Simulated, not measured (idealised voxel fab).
process module | voxel tone inversion
cross-section cut | 205 nm wide | cells 5 nm
A cross-section is a grid of square cells, given in bands from the top down. A band is one or more rows of cells.
Each band's line starts with the height of the band's top and of its bottom, in nm. Then come its materials from left to right, each with its width in nm. One material with "throughout" fills the band from edge to edge. "air" is empty space.
Height 0 is the level under which the wafer as received is all one material. The lowest band goes on downwards, as in "0 down".
A width such as "30 to 40" changes by the same amount from each row of cells to the next, from the band's top row to its bottom row.
"no change" after a step means that no cell of the cross-section changed.
closed voids: empty space of 8 cells or more with no open way to the top, each as width x height at its distance from the left edge, in nm
after a step's settings: what the simulator itself notes on the step
overlay nm, on a step with a mask: how far to the right of its planned place the mask lay; to the left if negative
Each pair below shows a cross-section before one step and the cross-section after it, down to the lowest band that changed. The line under each pair gives the step between them, with its settings. The pairs can come from different runs of this module on the same starting wafer, so a pair continues from the pair above only where its "before" says so.
before
  0 down: Si throughout
  closed voids: none
after
  5 to 0: SiCN throughout
  below 0: unchanged
  closed voids: none
the step between: op CONFORMAL_DEP | material SiCN | thk nm 5
before: the cross-section after the pair above
after
  25 to 5: polySi throughout
  below 5: unchanged
  closed voids: none
the step between: op DIRECTIONAL_DEP | material polySi | thk nm 20
before: the cross-section after the pair above
after
  55 to 25: air 15 | resist 25 | air 25 | resist 25 | air 25 | resist 25 | air 25 | resist 25 | air 15
  below 25: unchanged
  closed voids: none
the step between: op PATTERN | tone cover | mask id POSTS | material resist | width nm 25 | pitch nm 50 | thk nm 30 | overlay nm 0
before: the cross-section after the pair above
after
  55 to 25: air 15 | resist 25 | air 25 | resist 25 | air 25 | resist 25 | air 25 | resist 25 | air 15
  25 to 5: air 15 | polySi 25 | air 25 | polySi 25 | air 25 | polySi 25 | air 25 | polySi 25 | air 15
  below 5: unchanged
  closed voids: none
the step between: op DIRECTIONAL_ETCH | etch materials polySi | depth nm 20
before: the cross-section after the pair above
after
  25 to 5: air 15 | polySi 25 | air 25 | polySi 25 | air 25 | polySi 25 | air 25 | polySi 25 | air 15
  below 5: unchanged
  closed voids: none
the step between: op STRIP | etch materials resist
before: the cross-section after the pair above
after
  35 to 25: SiO2 throughout
  25 to 5: SiO2 15 | polySi 25 | SiO2 25 | polySi 25 | SiO2 25 | polySi 25 | SiO2 25 | polySi 25 | SiO2 15
  below 5: unchanged
  closed voids: none
the step between: op FILL_DEP | material SiO2 | thk nm 10
before: the cross-section after the pair above
after
  25 to 5: SiO2 15 | polySi 25 | SiO2 25 | polySi 25 | SiO2 25 | polySi 25 | SiO2 25 | polySi 25 | SiO2 15
  below 5: unchanged
  closed voids: none
the step between: op CMP | height nm 25
before: the cross-section after the pair above
after
  25 to 5: SiO2 15 | air 25 | SiO2 25 | air 25 | SiO2 25 | air 25 | SiO2 25 | air 25 | SiO2 15
  below 5: unchanged
  closed voids: none
the step between: op STRIP | etch materials polySi
before: the cross-section after the pair above
after
  30 to 25: TiN 20 | air 15 | TiN 35 | air 15 | TiN 35 | air 15 | TiN 35 | air 15 | TiN 20
  25 to 10: SiO2 15 | TiN 5 | air 15 | TiN 5 | SiO2 25 | TiN 5 | air 15 | TiN 5 | SiO2 25 | TiN 5 | air 15 | TiN 5 | SiO2 25 | TiN 5 | air 15 | TiN 5 | SiO2 15
  10 to 5: SiO2 15 | TiN 25 | SiO2 25 | TiN 25 | SiO2 25 | TiN 25 | SiO2 25 | TiN 25 | SiO2 15
  below 5: unchanged
  closed voids: none
the step between: op CONFORMAL_DEP | material TiN | thk nm 5
before: the cross-section after the pair above
after
  40 to 30: Ru throughout
  30 to 25: TiN 20 | Ru 15 | TiN 35 | Ru 15 | TiN 35 | Ru 15 | TiN 35 | Ru 15 | TiN 20
  25 to 10: SiO2 15 | TiN 5 | Ru 15 | TiN 5 | SiO2 25 | TiN 5 | Ru 15 | TiN 5 | SiO2 25 | TiN 5 | Ru 15 | TiN 5 | SiO2 25 | TiN 5 | Ru 15 | TiN 5 | SiO2 15
  below 10: unchanged
  closed voids: none
the step between: op FILL_DEP | material Ru | thk nm 10
before: the cross-section after the pair above
after
  25 to 10: SiO2 15 | TiN 5 | Ru 15 | TiN 5 | SiO2 25 | TiN 5 | Ru 15 | TiN 5 | SiO2 25 | TiN 5 | Ru 15 | TiN 5 | SiO2 25 | TiN 5 | Ru 15 | TiN 5 | SiO2 15
  below 10: unchanged
  closed voids: none
the step between: op CMP | height nm 25
before: the cross-section after the pair above
after
  30 to 25: SiCN throughout
  below 25: unchanged
  closed voids: none
the step between: op CONFORMAL_DEP | material SiCN | thk nm 5
before
  40 to 30: Ru throughout
  30 to 25: TiN 20 | Ru 15 | TiN 35 | Ru 15 | TiN 35 | Ru 15 | TiN 35 | Ru 15 | TiN 20
  25 to 10: SiO2 15 | TiN 5 | Ru 15 | TiN 5 | SiO2 25 | TiN 5 | Ru 15 | TiN 5 | SiO2 25 | TiN 5 | Ru 15 | TiN 5 | SiO2 25 | TiN 5 | Ru 15 | TiN 5 | SiO2 15
  10 to 5: SiO2 15 | TiN 25 | SiO2 25 | TiN 25 | SiO2 25 | TiN 25 | SiO2 25 | TiN 25 | SiO2 15
  5 to 0: SiCN throughout
  0 down: Si throughout
  closed voids: none
after
  45 to 40: SiCN throughout
  below 40: unchanged
  closed voids: none
the step between: op CONFORMAL_DEP | material SiCN | thk nm 5
before
  0 down: Si throughout
  closed voids: none
after
  20 to 0: polySi throughout
  below 0: unchanged
  closed voids: none
the step between: op DIRECTIONAL_DEP | material polySi | thk nm 20
before: the cross-section after the pair above
after
  25 to 20: SiCN throughout
  below 20: unchanged
  closed voids: none
the step between: op CONFORMAL_DEP | material SiCN | thk nm 5
before: the cross-section after the pair above
after
  55 to 25: air 15 | resist 25 | air 25 | resist 25 | air 25 | resist 25 | air 25 | resist 25 | air 15
  below 25: unchanged
  closed voids: none
the step between: op PATTERN | tone cover | mask id POSTS | material resist | width nm 25 | pitch nm 50 | thk nm 30 | overlay nm 0
before: the cross-section after the pair above
after
  25 to 20: SiCN throughout
  below 20: unchanged
  closed voids: none
the step between: op STRIP | etch materials resist
before: the cross-section after the pair above
after
  35 to 25: SiO2 throughout
  below 25: unchanged
  closed voids: none
the step between: op FILL_DEP | material SiO2 | thk nm 10
before: the cross-section after the pair above
after
  25 to 20: SiCN throughout
  below 20: unchanged
  closed voids: none
the step between: op CMP | height nm 25
before: the cross-section after the pair above
after
  30 to 25: TiN throughout
  below 25: unchanged
  closed voids: none
the step between: op CONFORMAL_DEP | material TiN | thk nm 5
before: the cross-section after the pair above
after
  40 to 30: Ru throughout
  below 30: unchanged
  closed voids: none
the step between: op FILL_DEP | material Ru | thk nm 10
before: the cross-section after the pair above
after
  25 to 20: SiCN throughout
  below 20: unchanged
  closed voids: none
the step between: op CMP | height nm 25
before: the cross-section after the pair above
after
  30 to 20: SiCN throughout
  below 20: unchanged
  closed voids: none
the step between: op CONFORMAL_DEP | material SiCN | thk nm 5
before
  5 to 0: SiCN throughout
  0 down: Si throughout
  closed voids: none
after
  20 to 5: polySi throughout
  below 5: unchanged
  closed voids: none
the step between: op DIRECTIONAL_DEP | material polySi | thk nm 15
before: the cross-section after the pair above
after
  50 to 20: air 15 | resist 25 | air 25 | resist 25 | air 25 | resist 25 | air 25 | resist 25 | air 15
  below 20: unchanged
  closed voids: none
the step between: op PATTERN | tone cover | mask id POSTS | material resist | width nm 25 | pitch nm 50 | thk nm 30 | overlay nm 0
before: the cross-section after the pair above
after
  50 to 20: air 15 | resist 25 | air 25 | resist 25 | air 25 | resist 25 | air 25 | resist 25 | air 15
  20 to 5: air 15 | polySi 25 | air 25 | polySi 25 | air 25 | polySi 25 | air 25 | polySi 25 | air 15
  below 5: unchanged
  closed voids: none
the step between: op DIRECTIONAL_ETCH | etch materials polySi | depth nm 20
before: the cross-section after the pair above
after
  20 to 5: air 15 | polySi 25 | air 25 | polySi 25 | air 25 | polySi 25 | air 25 | polySi 25 | air 15
  below 5: unchanged
  closed voids: none
the step between: op STRIP | etch materials resist
before: the cross-section after the pair above
after
  30 to 20: SiO2 throughout
  20 to 5: SiO2 15 | polySi 25 | SiO2 25 | polySi 25 | SiO2 25 | polySi 25 | SiO2 25 | polySi 25 | SiO2 15
  below 5: unchanged
  closed voids: none
the step between: op FILL_DEP | material SiO2 | thk nm 10
before: the cross-section after the pair above
after
  25 to 20: SiO2 throughout
  below 20: unchanged
  closed voids: none
the step between: op CMP | height nm 25
before: the cross-section after the pair above
after
  30 to 25: TiN throughout
  below 25: unchanged
  closed voids: none
the step between: op CONFORMAL_DEP | material TiN | thk nm 5
before: the cross-section after the pair above
after
  40 to 30: Ru throughout
  below 30: unchanged
  closed voids: none
the step between: op FILL_DEP | material Ru | thk nm 10
before: the cross-section after the pair above
after
  25 to 20: SiO2 throughout
  below 20: unchanged
  closed voids: none
the step between: op CMP | height nm 25
before: the cross-section after the pair above
after
  30 to 25: SiCN throughout
  below 25: unchanged
  closed voids: none
the step between: op CONFORMAL_DEP | material SiCN | thk nm 5
before
  25 to 5: polySi throughout
  5 to 0: SiCN throughout
  0 down: Si throughout
  closed voids: none
after
  55 to 25: air 20 | resist 15 | air 35 | resist 15 | air 35 | resist 15 | air 35 | resist 15 | air 20
  below 25: unchanged
  closed voids: none
the step between: op PATTERN | tone cover | mask id POSTS | material resist | width nm 15 | pitch nm 50 | thk nm 30 | overlay nm 0
before: the cross-section after the pair above
after
  55 to 25: air 20 | resist 15 | air 35 | resist 15 | air 35 | resist 15 | air 35 | resist 15 | air 20
  25 to 5: air 20 | polySi 15 | air 35 | polySi 15 | air 35 | polySi 15 | air 35 | polySi 15 | air 20
  below 5: unchanged
  closed voids: none
the step between: op DIRECTIONAL_ETCH | etch materials polySi | depth nm 20
before: the cross-section after the pair above
after
  25 to 5: air 20 | polySi 15 | air 35 | polySi 15 | air 35 | polySi 15 | air 35 | polySi 15 | air 20
  below 5: unchanged
  closed voids: none
the step between: op STRIP | etch materials resist
before: the cross-section after the pair above
after
  35 to 25: SiO2 throughout
  25 to 5: SiO2 20 | polySi 15 | SiO2 35 | polySi 15 | SiO2 35 | polySi 15 | SiO2 35 | polySi 15 | SiO2 20
  below 5: unchanged
  closed voids: none
the step between: op FILL_DEP | material SiO2 | thk nm 10
before: the cross-section after the pair above
after
  25 to 5: SiO2 20 | polySi 15 | SiO2 35 | polySi 15 | SiO2 35 | polySi 15 | SiO2 35 | polySi 15 | SiO2 20
  below 5: unchanged
  closed voids: none
the step between: op CMP | height nm 25
before: the cross-section after the pair above
after
  25 to 5: SiO2 20 | air 15 | SiO2 35 | air 15 | SiO2 35 | air 15 | SiO2 35 | air 15 | SiO2 20
  below 5: unchanged
  closed voids: none
the step between: op STRIP | etch materials polySi
before: the cross-section after the pair above
after
  30 to 25: TiN 25 | air 5 | TiN 45 | air 5 | TiN 45 | air 5 | TiN 45 | air 5 | TiN 25
  25 to 10: SiO2 20 | TiN 5 | air 5 | TiN 5 | SiO2 35 | TiN 5 | air 5 | TiN 5 | SiO2 35 | TiN 5 | air 5 | TiN 5 | SiO2 35 | TiN 5 | air 5 | TiN 5 | SiO2 20
  10 to 5: SiO2 20 | TiN 15 | SiO2 35 | TiN 15 | SiO2 35 | TiN 15 | SiO2 35 | TiN 15 | SiO2 20
  below 5: unchanged
  closed voids: none
the step between: op CONFORMAL_DEP | material TiN | thk nm 5
before: the cross-section after the pair above
after
  40 to 30: Ru throughout
  30 to 25: TiN 25 | Ru 5 | TiN 45 | Ru 5 | TiN 45 | Ru 5 | TiN 45 | Ru 5 | TiN 25
  25 to 10: SiO2 20 | TiN 5 | Ru 5 | TiN 5 | SiO2 35 | TiN 5 | Ru 5 | TiN 5 | SiO2 35 | TiN 5 | Ru 5 | TiN 5 | SiO2 35 | TiN 5 | Ru 5 | TiN 5 | SiO2 20
  below 10: unchanged
  closed voids: none
the step between: op FILL_DEP | material Ru | thk nm 10
before: the cross-section after the pair above
after
  25 to 10: SiO2 20 | TiN 5 | Ru 5 | TiN 5 | SiO2 35 | TiN 5 | Ru 5 | TiN 5 | SiO2 35 | TiN 5 | Ru 5 | TiN 5 | SiO2 35 | TiN 5 | Ru 5 | TiN 5 | SiO2 20
  below 10: unchanged
  closed voids: none
the step between: op CMP | height nm 25
before: the cross-section after the pair above
after
  30 to 25: SiCN throughout
  below 25: unchanged
  closed voids: none
the step between: op CONFORMAL_DEP | material SiCN | thk nm 5
before
  25 to 5: SiO2 15 | air 25 | SiO2 25 | air 25 | SiO2 25 | air 25 | SiO2 25 | air 25 | SiO2 15
  5 to 0: SiCN throughout
  0 down: Si throughout
  closed voids: none
after
  30 to 10: SiO2 20 | air 15 | SiO2 35 | air 15 | SiO2 35 | air 15 | SiO2 35 | air 15 | SiO2 20
  10 to 5: SiO2 throughout
  below 5: unchanged
  closed voids: none
the step between: op CONFORMAL_DEP | material SiO2 | thk nm 5
before: the cross-section after the pair above
after
  40 to 30: Ru throughout
  30 to 10: SiO2 20 | Ru 15 | SiO2 35 | Ru 15 | SiO2 35 | Ru 15 | SiO2 35 | Ru 15 | SiO2 20
  below 10: unchanged
  closed voids: none
the step between: op FILL_DEP | material Ru | thk nm 10
before: the cross-section after the pair above
after
  25 to 10: SiO2 20 | Ru 15 | SiO2 35 | Ru 15 | SiO2 35 | Ru 15 | SiO2 35 | Ru 15 | SiO2 20
  below 10: unchanged
  closed voids: none
the step between: op CMP | height nm 25
before: the cross-section after the pair above
after
  30 to 25: SiCN throughout
  below 25: unchanged
  closed voids: none
the step between: op CONFORMAL_DEP | material SiCN | thk nm 5
before
  25 to 5: polySi throughout
  5 to 0: SiCN throughout
  0 down: Si throughout
  closed voids: none
after
  55 to 25: resist 15 | air 25 | resist 25 | air 25 | resist 25 | air 25 | resist 25 | air 25 | resist 15
  below 25: unchanged
  closed voids: none
the step between: op PATTERN | tone open | mask id POSTS | material resist | width nm 25 | pitch nm 50 | thk nm 30 | overlay nm 0
before: the cross-section after the pair above
after
  55 to 25: resist 15 | air 25 | resist 25 | air 25 | resist 25 | air 25 | resist 25 | air 25 | resist 15
  25 to 5: polySi 15 | air 25 | polySi 25 | air 25 | polySi 25 | air 25 | polySi 25 | air 25 | polySi 15
  below 5: unchanged
  closed voids: none
the step between: op DIRECTIONAL_ETCH | etch materials polySi | depth nm 20
before: the cross-section after the pair above
after
  25 to 5: polySi 15 | air 25 | polySi 25 | air 25 | polySi 25 | air 25 | polySi 25 | air 25 | polySi 15
  below 5: unchanged
  closed voids: none
the step between: op STRIP | etch materials resist
before: the cross-section after the pair above
after
  35 to 25: SiO2 throughout
  25 to 5: polySi 15 | SiO2 25 | polySi 25 | SiO2 25 | polySi 25 | SiO2 25 | polySi 25 | SiO2 25 | polySi 15
  below 5: unchanged
  closed voids: none
the step between: op FILL_DEP | material SiO2 | thk nm 10
before: the cross-section after the pair above
after
  25 to 5: polySi 15 | SiO2 25 | polySi 25 | SiO2 25 | polySi 25 | SiO2 25 | polySi 25 | SiO2 25 | polySi 15
  below 5: unchanged
  closed voids: none
the step between: op CMP | height nm 25
before: the cross-section after the pair above
after
  25 to 5: air 15 | SiO2 25 | air 25 | SiO2 25 | air 25 | SiO2 25 | air 25 | SiO2 25 | air 15
  below 5: unchanged
  closed voids: none
the step between: op STRIP | etch materials polySi
before: the cross-section after the pair above
after
  30 to 25: air 10 | TiN 35 | air 15 | TiN 35 | air 15 | TiN 35 | air 15 | TiN 35 | air 10
  25 to 10: air 10 | TiN 5 | SiO2 25 | TiN 5 | air 15 | TiN 5 | SiO2 25 | TiN 5 | air 15 | TiN 5 | SiO2 25 | TiN 5 | air 15 | TiN 5 | SiO2 25 | TiN 5 | air 10
  10 to 5: TiN 15 | SiO2 25 | TiN 25 | SiO2 25 | TiN 25 | SiO2 25 | TiN 25 | SiO2 25 | TiN 15
  below 5: unchanged
  closed voids: none
the step between: op CONFORMAL_DEP | material TiN | thk nm 5
before: the cross-section after the pair above
after
  40 to 30: Ru throughout
  30 to 25: Ru 10 | TiN 35 | Ru 15 | TiN 35 | Ru 15 | TiN 35 | Ru 15 | TiN 35 | Ru 10
  25 to 10: Ru 10 | TiN 5 | SiO2 25 | TiN 5 | Ru 15 | TiN 5 | SiO2 25 | TiN 5 | Ru 15 | TiN 5 | SiO2 25 | TiN 5 | Ru 15 | TiN 5 | SiO2 25 | TiN 5 | Ru 10
  below 10: unchanged
  closed voids: none
the step between: op FILL_DEP | material Ru | thk nm 10
before: the cross-section after the pair above
after
  25 to 10: Ru 10 | TiN 5 | SiO2 25 | TiN 5 | Ru 15 | TiN 5 | SiO2 25 | TiN 5 | Ru 15 | TiN 5 | SiO2 25 | TiN 5 | Ru 15 | TiN 5 | SiO2 25 | TiN 5 | Ru 10
  below 10: unchanged
  closed voids: none
the step between: op CMP | height nm 25
before: the cross-section after the pair above
after
  30 to 25: SiCN throughout
  below 25: unchanged
  closed voids: none
the step between: op CONFORMAL_DEP | material SiCN | thk nm 5
